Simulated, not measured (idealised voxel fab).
You're looking at the process module voxel released beams.
Shown is cross-section cut, with a width of 260 nm and square cells of size 5 nm.
A cross-section is a grid of square cells, given in bands from the top down. A band is one or more rows of cells.
Per band: top height and bottom height in nm, followed by the left-to-right materials and their widths in nm; "all across" marks a single material spanning edge to edge, "empty" marks empty space.
Height reference: 0 = level under which incoming wafer is all one material. Lowest band: no bottom, runs on downward, e.g. "0 nm and below".
Per-row width for "30->40": begins at first number (top row of band), ends at second number (bottom row), increment between rows held constant.
The cross-section has no changed cell in any step marked "no alterations made".
"Sealed internal voids" lists enclosed empty spaces (at least 8 cells, no open path upward to the top), each as width x height at distance from the left edge, in nm.
Formally, on a step line, whatever follows the settings is a remark that the simulator itself makes on the step.
You can add "overlay nm" to a step's line. For a step with a mask, it describes how far the mask lay to the right of its planned position, and a negative number describes a lay to the left.

### Planned step list for the process
1: RECEIVE [material Si]
2: CONFORMAL_DEP [material Al2O3] [thk nm 5]
3: DIRECTIONAL_DEP [material SiO2] [thk nm 10]
4: PATTERN [tone open] [mask id ANCHOR] [material resist] [width nm 35] [thk nm 20] [overlay nm 0]
5: DIRECTIONAL_ETCH [etch materials SiO2] [depth nm 10]
6: STRIP [etch materials resist]
7: CONFORMAL_DEP [material SiN] [thk nm 10]
8: DIRECTIONAL_DEP [material aC] [thk nm 15]
9: PATTERN [tone cover] [mask id BEAM] [material resist] [width nm 90] [thk nm 35] [overlay nm 0]
10: DIRECTIONAL_ETCH [etch materials aC] [depth nm 15]
11: STRIP [etch materials resist]
12: DIRECTIONAL_ETCH [etch materials SiN] [depth nm 10]
13: STRIP [etch materials aC]
14: STRIP [etch materials SiO2]

### As-received state of the wafer in cross-section, equivalent to post-step 1
> 0 nm and below  Si all across
> Sealed internal voids: none

### The module was run from the start shown above using the plan shown above, but one mistake was made doing it; the resulting wafer cross-section is below
> 20 nm to 10 nm  80->85 nm empty | 10->5 nm SiN | 25 nm empty | 55->5 nm SiN | 90->140 nm empty
> 10 nm to 5 nm  85 nm empty | 35 nm SiN | 140 nm empty
> 5 nm to 0 nm  Al2O3 all across
> 0 nm and below  Si all across
> Sealed internal voids: none
Processing error: so step 7 ended up running with a different setting than we planned, it ran as CONFORMAL_DEP [material SiN] [thk nm 5]
